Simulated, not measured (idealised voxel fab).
voxel trench capacitor: a process module
Cross-sectional view cut (width: 185 nm; square cell size: 5 nm).
When this document writes out a cross-section, it uses a grid of square cells and lists it as bands, beginning at the top and moving down, with a band standing for one or more rows of cells.
Heights first: top, then bottom, in nm. Then materials, left to right, each with a width in nm. "edge to edge" on a single material: fills the band edge to edge. "air": empty space.
Note: height 0 marks the level under which the wafer is uniformly one material as received. Lowest band unbounded below, written "0..down".
When a width is written as two numbers, as in "30..40", the first number is the width in the top row of cells of the band and the second is the width in its bottom row, and the width changes by the same amount from each row to the next.
Where a step carries "no change", the cross-section came out of it unchanged, cell for cell.
You'll see "Sealed cavities" listing empty spaces that have no way open to the top, as long as they're 8 cells or more; the notation is width x height at distance, where the distance is from the left edge, and all of it is in nm.
The remark found on a step's line after its settings is issued by the simulator itself and pertains to that step.
overlay nm: mask offset rightward from planned place, masked step; negative means leftward offset.
**plan**
- 1: RECEIVE, material Si
- 2: CONFORMAL_DEP, material SiN, thk nm 10
- 3: PATTERN, tone open, mask id TRENCH, material resist, width nm 15, pitch nm 40, thk nm 15, overlay nm 0
- 4: DIRECTIONAL_ETCH, etch materials SiN, depth nm 10
- 5: DIRECTIONAL_ETCH, etch materials Si, depth nm 30
- 6: STRIP, etch materials resist
- 7: CONFORMAL_DEP, material Al2O3, thk nm 5
- 8: FILL_DEP, material polySi, thk nm 5
- 9: CMP, height nm 10
**First wafer out of two, processed as planned**
**Delivered wafer in cross-section: state after step 1**
	0..down  Si edge to edge
	Sealed cavities: none
**The wafer, seen in cross-section, after step 2**
	10..0  SiN edge to edge
	Heights below 0 show no change.
**The wafer, seen in cross-section, after step 3**
	25..10  25 nm resist, 15 nm air, 25 nm resist, 15 nm air, 25 nm resist, 15 nm air, 25 nm resist, 15 nm air, 25 nm resist
	Heights below 10 show no change.
**The wafer, seen in cross-section, after step 4**
	25..10  25 nm resist, 15 nm air, 25 nm resist, 15 nm air, 25 nm resist, 15 nm air, 25 nm resist, 15 nm air, 25 nm resist
	10..0  25 nm SiN, 15 nm air, 25 nm SiN, 15 nm air, 25 nm SiN, 15 nm air, 25 nm SiN, 15 nm air, 25 nm SiN
	Heights below 0 show no change.
**The wafer, seen in cross-section, after step 5**
	25..10  25 nm resist, 15 nm air, 25 nm resist, 15 nm air, 25 nm resist, 15 nm air, 25 nm resist, 15 nm air, 25 nm resist
	10..0  25 nm SiN, 15 nm air, 25 nm SiN, 15 nm air, 25 nm SiN, 15 nm air, 25 nm SiN, 15 nm air, 25 nm SiN
	0..-30  25 nm Si, 15 nm air, 25 nm Si, 15 nm air, 25 nm Si, 15 nm air, 25 nm Si, 15 nm air, 25 nm Si
	Heights below -30 show no change.
**The wafer, seen in cross-section, after step 6**
	10..0  25 nm SiN, 15 nm air, 25 nm SiN, 15 nm air, 25 nm SiN, 15 nm air, 25 nm SiN, 15 nm air, 25 nm SiN
	Heights below 0 show no change.
**The wafer, seen in cross-section, after step 7**
	15..10  30 nm Al2O3, 5 nm air, 35 nm Al2O3, 5 nm air, 35 nm Al2O3, 5 nm air, 35 nm Al2O3, 5 nm air, 30 nm Al2O3
	10..0  25 nm SiN, 5 nm Al2O3, 5 nm air, 5 nm Al2O3, 25 nm SiN, 5 nm Al2O3, 5 nm air, 5 nm Al2O3, 25 nm SiN, 5 nm Al2O3, 5 nm air, 5 nm Al2O3, 25 nm SiN, 5 nm Al2O3, 5 nm air, 5 nm Al2O3, 25 nm SiN
	0..-25  25 nm Si, 5 nm Al2O3, 5 nm air, 5 nm Al2O3, 25 nm Si, 5 nm Al2O3, 5 nm air, 5 nm Al2O3, 25 nm Si, 5 nm Al2O3, 5 nm air, 5 nm Al2O3, 25 nm Si, 5 nm Al2O3, 5 nm air, 5 nm Al2O3, 25 nm Si
	-25..-30  25 nm Si, 15 nm Al2O3, 25 nm Si, 15 nm Al2O3, 25 nm Si, 15 nm Al2O3, 25 nm Si, 15 nm Al2O3, 25 nm Si
	Heights below -30 show no change.
**The wafer, seen in cross-section, after step 8**
	20..15  polySi edge to edge
	15..10  30 nm Al2O3, 5 nm polySi, 35 nm Al2O3, 5 nm polySi, 35 nm Al2O3, 5 nm polySi, 35 nm Al2O3, 5 nm polySi, 30 nm Al2O3
	10..0  25 nm SiN, 5 nm Al2O3, 5 nm polySi, 5 nm Al2O3, 25 nm SiN, 5 nm Al2O3, 5 nm polySi, 5 nm Al2O3, 25 nm SiN, 5 nm Al2O3, 5 nm polySi, 5 nm Al2O3, 25 nm SiN, 5 nm Al2O3, 5 nm polySi, 5 nm Al2O3, 25 nm SiN
	0..-25  25 nm Si, 5 nm Al2O3, 5 nm polySi, 5 nm Al2O3, 25 nm Si, 5 nm Al2O3, 5 nm polySi, 5 nm Al2O3, 25 nm Si, 5 nm Al2O3, 5 nm polySi, 5 nm Al2O3, 25 nm Si, 5 nm Al2O3, 5 nm polySi, 5 nm Al2O3, 25 nm Si
	Heights below -25 show no change.
**The wafer, seen in cross-section, after step 9**
	10..0  25 nm SiN, 5 nm Al2O3, 5 nm polySi, 5 nm Al2O3, 25 nm SiN, 5 nm Al2O3, 5 nm polySi, 5 nm Al2O3, 25 nm SiN, 5 nm Al2O3, 5 nm polySi, 5 nm Al2O3, 25 nm SiN, 5 nm Al2O3, 5 nm polySi, 5 nm Al2O3, 25 nm SiN
	Heights below 0 show no change.
**Second wafer: same start and same plan as the first, one execution error; identical to the first through step 4**
**when step 5 should have ended**
	10..0  25 nm SiN, 15 nm air, 25 nm SiN, 15 nm air, 25 nm SiN, 15 nm air, 25 nm SiN, 15 nm air, 25 nm SiN
	Heights below 0 show no change.
**when step 6 should have ended**
	10..0  25 nm SiN, 15 nm air, 25 nm SiN, 15 nm air, 25 nm SiN, 15 nm air, 25 nm SiN, 15 nm air, 25 nm SiN
	0..-30  25 nm Si, 15 nm air, 25 nm Si, 15 nm air, 25 nm Si, 15 nm air, 25 nm Si, 15 nm air, 25 nm Si
	Heights below -30 show no change.
**when step 7 should have ended**
	15..10  30 nm Al2O3, 5 nm air, 35 nm Al2O3, 5 nm air, 35 nm Al2O3, 5 nm air, 35 nm Al2O3, 5 nm air, 30 nm Al2O3
	10..0  25 nm SiN, 5 nm Al2O3, 5 nm air, 5 nm Al2O3, 25 nm SiN, 5 nm Al2O3, 5 nm air, 5 nm Al2O3, 25 nm SiN, 5 nm Al2O3, 5 nm air, 5 nm Al2O3, 25 nm SiN, 5 nm Al2O3, 5 nm air, 5 nm Al2O3, 25 nm SiN
	0..-25  25 nm Si, 5 nm Al2O3, 5 nm air, 5 nm Al2O3, 25 nm Si, 5 nm Al2O3, 5 nm air, 5 nm Al2O3, 25 nm Si, 5 nm Al2O3, 5 nm air, 5 nm Al2O3, 25 nm Si, 5 nm Al2O3, 5 nm air, 5 nm Al2O3, 25 nm Si
	-25..-30  25 nm Si, 15 nm Al2O3, 25 nm Si, 15 nm Al2O3, 25 nm Si, 15 nm Al2O3, 25 nm Si, 15 nm Al2O3, 25 nm Si
	Heights below -30 show no change.
**when step 8 should have ended**
	20..15  polySi edge to edge
	15..10  30 nm Al2O3, 5 nm polySi, 35 nm Al2O3, 5 nm polySi, 35 nm Al2O3, 5 nm polySi, 35 nm Al2O3, 5 nm polySi, 30 nm Al2O3
	10..0  25 nm SiN, 5 nm Al2O3, 5 nm polySi, 5 nm Al2O3, 25 nm SiN, 5 nm Al2O3, 5 nm polySi, 5 nm Al2O3, 25 nm SiN, 5 nm Al2O3, 5 nm polySi, 5 nm Al2O3, 25 nm SiN, 5 nm Al2O3, 5 nm polySi, 5 nm Al2O3, 25 nm SiN
	0..-25  25 nm Si, 5 nm Al2O3, 5 nm polySi, 5 nm Al2O3, 25 nm Si, 5 nm Al2O3, 5 nm polySi, 5 nm Al2O3, 25 nm Si, 5 nm Al2O3, 5 nm polySi, 5 nm Al2O3, 25 nm Si, 5 nm Al2O3, 5 nm polySi, 5 nm Al2O3, 25 nm Si
	Heights below -25 show no change.
**when step 9 should have ended**
	10..0  25 nm SiN, 5 nm Al2O3, 5 nm polySi, 5 nm Al2O3, 25 nm SiN, 5 nm Al2O3, 5 nm polySi, 5 nm Al2O3, 25 nm SiN, 5 nm Al2O3, 5 nm polySi, 5 nm Al2O3, 25 nm SiN, 5 nm Al2O3, 5 nm polySi, 5 nm Al2O3, 25 nm SiN
	Heights below 0 show no change.
Misprocessing identified: sequence error: steps 5 and 6 interchanged
The two wafers come out with the same cross-section, meaning that, for this model, the mistake has no consequence in the computed result.
